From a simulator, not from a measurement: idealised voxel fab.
The document below concerns the process module designated voxel self aligned vias.
The width of the displayed cross-section, cut, is 270 nm; its cells are square, with a size of 5 nm.
Cross-section spec: square-cell grid; bands listed top down; each band is one or more rows.
Within each band entry, the heights of the top and of the bottom of the band appear first, in that order and in nm; the materials of the band then follow from left to right, each with its corresponding width in nm. The designation "edge to edge" on a single material indicates that it fills the band from edge to edge; the designation "empty" indicates empty space.
Heights from 0 (as-received wafer is one material below). Bottom band endless downward, as "0 -> down".
Per-row width for "30->40": begins at first number (top row of band), ends at second number (bottom row), increment between rows held constant.
Where a step carries "everything unchanged", the cross-section came out of it unchanged, cell for cell.
"Voids, sealed": empty spaces of 8 cells or more with no open way to the top, each given as width x height at distance, distance from the left edge, all in nm.
Past the settings on a step's line: simulator remark, on that step.
A step's line can hold "overlay nm"; with a mask on that step, the setting says how far right of the planned place the mask lay, while a negative setting says it lay to the left.

Steps in the process plan
1,RECEIVE with material Si
2,CONFORMAL_DEP with material SiO2, thk nm 10
3,CONFORMAL_DEP with material SiCN, thk nm 5
4,DIRECTIONAL_DEP with material SiO2, thk nm 30
5,PATTERN with tone open, mask id LINES, material resist, width nm 25, pitch nm 65, thk nm 20, overlay nm 0
6,DIRECTIONAL_ETCH with etch materials SiO2, depth nm 30
7,STRIP with etch materials resist
8,CONFORMAL_DEP with material TiN, thk nm 5
9,FILL_DEP with material W, thk nm 10
10,CMP with height nm 45
11,SELECTIVE_ETCH with etch materials W Ru TiN, depth nm 5
12,FILL_DEP with material SiN, thk nm 5
13,CMP with height nm 45
14,DIRECTIONAL_DEP with material SiO2, thk nm 20
15,MASKED_ETCH with tone open, mask id VIAS, width nm 35, pitch nm 65, etch materials SiO2, depth nm 20, overlay nm 0
16,MASKED_ETCH with tone open, mask id VIAS, width nm 35, pitch nm 65, etch materials SiN, depth nm 5, overlay nm 0
17,CONFORMAL_DEP with material TiN, thk nm 5
18,FILL_DEP with material Cu, thk nm 10
19,CMP with height nm 65
20,CONFORMAL_DEP with material SiCN, thk nm 5

The first of a set of two wafers, run to plan

Wafer cross-section on receipt, i.e. after step 1
    0 -> down: Si edge to edge
    Voids, sealed: none

After step 2
    10 -> 0: SiO2 edge to edge
    Under the height 0 nothing was changed.

After step 3
    15 -> 10: SiCN edge to edge
    Under the height 10 nothing was changed.

After step 4
    45 -> 15: SiO2 edge to edge
    Under the height 15 nothing was changed.

After step 5
    65 -> 45: resist: 55, then empty: 25, then resist: 40, then empty: 25, then resist: 40, then empty: 25, then resist: 60
    Under the height 45 nothing was changed.

After step 6
    65 -> 45: resist: 55, then empty: 25, then resist: 40, then empty: 25, then resist: 40, then empty: 25, then resist: 60
    45 -> 15: SiO2: 55, then empty: 25, then SiO2: 40, then empty: 25, then SiO2: 40, then empty: 25, then SiO2: 60
    Under the height 15 nothing was changed.

After step 7
    45 -> 15: SiO2: 55, then empty: 25, then SiO2: 40, then empty: 25, then SiO2: 40, then empty: 25, then SiO2: 60
    Under the height 15 nothing was changed.

After step 8
    50 -> 45: TiN: 60, then empty: 15, then TiN: 50, then empty: 15, then TiN: 50, then empty: 15, then TiN: 65
    45 -> 20: SiO2: 55, then TiN: 5, then empty: 15, then TiN: 5, then SiO2: 40, then TiN: 5, then empty: 15, then TiN: 5, then SiO2: 40, then TiN: 5, then empty: 15, then TiN: 5, then SiO2: 60
    20 -> 15: SiO2: 55, then TiN: 25, then SiO2: 40, then TiN: 25, then SiO2: 40, then TiN: 25, then SiO2: 60
    Under the height 15 nothing was changed.

After step 9
    60 -> 50: W edge to edge
    50 -> 45: TiN: 60, then W: 15, then TiN: 50, then W: 15, then TiN: 50, then W: 15, then TiN: 65
    45 -> 20: SiO2: 55, then TiN: 5, then W: 15, then TiN: 5, then SiO2: 40, then TiN: 5, then W: 15, then TiN: 5, then SiO2: 40, then TiN: 5, then W: 15, then TiN: 5, then SiO2: 60
    Under the height 20 nothing was changed.

After step 10
    45 -> 20: SiO2: 55, then TiN: 5, then W: 15, then TiN: 5, then SiO2: 40, then TiN: 5, then W: 15, then TiN: 5, then SiO2: 40, then TiN: 5, then W: 15, then TiN: 5, then SiO2: 60
    Under the height 20 nothing was changed.

After step 11
    45 -> 40: SiO2: 55, then empty: 25, then SiO2: 40, then empty: 25, then SiO2: 40, then empty: 25, then SiO2: 60
    Under the height 40 nothing was changed.

After step 12
    50 -> 45: SiN edge to edge
    45 -> 40: SiO2: 55, then SiN: 25, then SiO2: 40, then SiN: 25, then SiO2: 40, then SiN: 25, then SiO2: 60
    Under the height 40 nothing was changed.

After step 13
    45 -> 40: SiO2: 55, then SiN: 25, then SiO2: 40, then SiN: 25, then SiO2: 40, then SiN: 25, then SiO2: 60
    Under the height 40 nothing was changed.

After step 14
    65 -> 45: SiO2 edge to edge
    Under the height 45 nothing was changed.

After step 15
    65 -> 45: SiO2: 50, then empty: 35, then SiO2: 30, then empty: 35, then SiO2: 30, then empty: 35, then SiO2: 55
    Under the height 45 nothing was changed.

After step 16
    65 -> 45: SiO2: 50, then empty: 35, then SiO2: 30, then empty: 35, then SiO2: 30, then empty: 35, then SiO2: 55
    45 -> 40: SiO2: 55, then empty: 25, then SiO2: 40, then empty: 25, then SiO2: 40, then empty: 25, then SiO2: 60
    Under the height 40 nothing was changed.

After step 17
    70 -> 65: TiN: 55, then empty: 25, then TiN: 40, then empty: 25, then TiN: 40, then empty: 25, then TiN: 60
    65 -> 50: SiO2: 50, then TiN: 5, then empty: 25, then TiN: 5, then SiO2: 30, then TiN: 5, then empty: 25, then TiN: 5, then SiO2: 30, then TiN: 5, then empty: 25, then TiN: 5, then SiO2: 55
    50 -> 45: SiO2: 50, then TiN: 10, then empty: 15, then TiN: 10, then SiO2: 30, then TiN: 10, then empty: 15, then TiN: 10, then SiO2: 30, then TiN: 10, then empty: 15, then TiN: 10, then SiO2: 55
    45 -> 40: SiO2: 55, then TiN: 25, then SiO2: 40, then TiN: 25, then SiO2: 40, then TiN: 25, then SiO2: 60
    Under the height 40 nothing was changed.

After step 18
    80 -> 70: Cu edge to edge
    70 -> 65: TiN: 55, then Cu: 25, then TiN: 40, then Cu: 25, then TiN: 40, then Cu: 25, then TiN: 60
    65 -> 50: SiO2: 50, then TiN: 5, then Cu: 25, then TiN: 5, then SiO2: 30, then TiN: 5, then Cu: 25, then TiN: 5, then SiO2: 30, then TiN: 5, then Cu: 25, then TiN: 5, then SiO2: 55
    50 -> 45: SiO2: 50, then TiN: 10, then Cu: 15, then TiN: 10, then SiO2: 30, then TiN: 10, then Cu: 15, then TiN: 10, then SiO2: 30, then TiN: 10, then Cu: 15, then TiN: 10, then SiO2: 55
    Under the height 45 nothing was changed.

After step 19
    65 -> 50: SiO2: 50, then TiN: 5, then Cu: 25, then TiN: 5, then SiO2: 30, then TiN: 5, then Cu: 25, then TiN: 5, then SiO2: 30, then TiN: 5, then Cu: 25, then TiN: 5, then SiO2: 55
    Under the height 50 nothing was changed.

After step 20
    70 -> 65: SiCN edge to edge
    Under the height 65 nothing was changed.

The second wafer was prepared from the same starting point and under the same plan as the first; its processing contained one mistake, and it remains indistinguishable from the first wafer up to and including step 9

The second wafer in cross-section, at the planned close of step 10
    40 -> 20: SiO2: 55, then TiN: 5, then W: 15, then TiN: 5, then SiO2: 40, then TiN: 5, then W: 15, then TiN: 5, then SiO2: 40, then TiN: 5, then W: 15, then TiN: 5, then SiO2: 60
    Under the height 20 nothing was changed.

The second wafer in cross-section, at the planned close of step 11
    40 -> 35: SiO2: 55, then empty: 25, then SiO2: 40, then empty: 25, then SiO2: 40, then empty: 25, then SiO2: 60
    Under the height 35 nothing was changed.

The second wafer in cross-section, at the planned close of step 12
    45 -> 40: SiN edge to edge
    40 -> 35: SiO2: 55, then SiN: 25, then SiO2: 40, then SiN: 25, then SiO2: 40, then SiN: 25, then SiO2: 60
    Under the height 35 nothing was changed.

The second wafer in cross-section, at the planned close of step 13: everything unchanged

The second wafer in cross-section, at the planned close of step 14
    65 -> 45: SiO2 edge to edge
    Under the height 45 nothing was changed.

The second wafer in cross-section, at the planned close of step 15
    65 -> 45: SiO2: 50, then empty: 35, then SiO2: 30, then empty: 35, then SiO2: 30, then empty: 35, then SiO2: 55
    Under the height 45 nothing was changed.

The second wafer in cross-section, at the planned close of step 16
    65 -> 45: SiO2: 50, then empty: 35, then SiO2: 30, then empty: 35, then SiO2: 30, then empty: 35, then SiO2: 55
    45 -> 40: SiN: 50, then empty: 35, then SiN: 30, then empty: 35, then SiN: 30, then empty: 35, then SiN: 55
    Under the height 40 nothing was changed.

The second wafer in cross-section, at the planned close of step 17
    70 -> 65: TiN: 55, then empty: 25, then TiN: 40, then empty: 25, then TiN: 40, then empty: 25, then TiN: 60
    65 -> 45: SiO2: 50, then TiN: 5, then empty: 25, then TiN: 5, then SiO2: 30, then TiN: 5, then empty: 25, then TiN: 5, then SiO2: 30, then TiN: 5, then empty: 25, then TiN: 5, then SiO2: 55
    45 -> 40: SiN: 50, then TiN: 35, then SiN: 30, then TiN: 35, then SiN: 30, then TiN: 35, then SiN: 55
    Under the height 40 nothing was changed.

The second wafer in cross-section, at the planned close of step 18
    80 -> 70: Cu edge to edge
    70 -> 65: TiN: 55, then Cu: 25, then TiN: 40, then Cu: 25, then TiN: 40, then Cu: 25, then TiN: 60
    65 -> 45: SiO2: 50, then TiN: 5, then Cu: 25, then TiN: 5, then SiO2: 30, then TiN: 5, then Cu: 25, then TiN: 5, then SiO2: 30, then TiN: 5, then Cu: 25, then TiN: 5, then SiO2: 55
    Under the height 45 nothing was changed.

The second wafer in cross-section, at the planned close of step 19
    65 -> 45: SiO2: 50, then TiN: 5, then Cu: 25, then TiN: 5, then SiO2: 30, then TiN: 5, then Cu: 25, then TiN: 5, then SiO2: 30, then TiN: 5, then Cu: 25, then TiN: 5, then SiO2: 55
    Under the height 45 nothing was changed.

The second wafer in cross-section, at the planned close of step 20
    70 -> 65: SiCN edge to edge
    Under the height 65 nothing was changed.
So what did we get wrong on this run? in deviation from the planned setting, step 10 was conducted as CMP with height nm 40
Cell-count delta at end, second wafer over first, by material: Cu +6 | SiN +48 | SiO2 -39 | TiN -6 | W -9
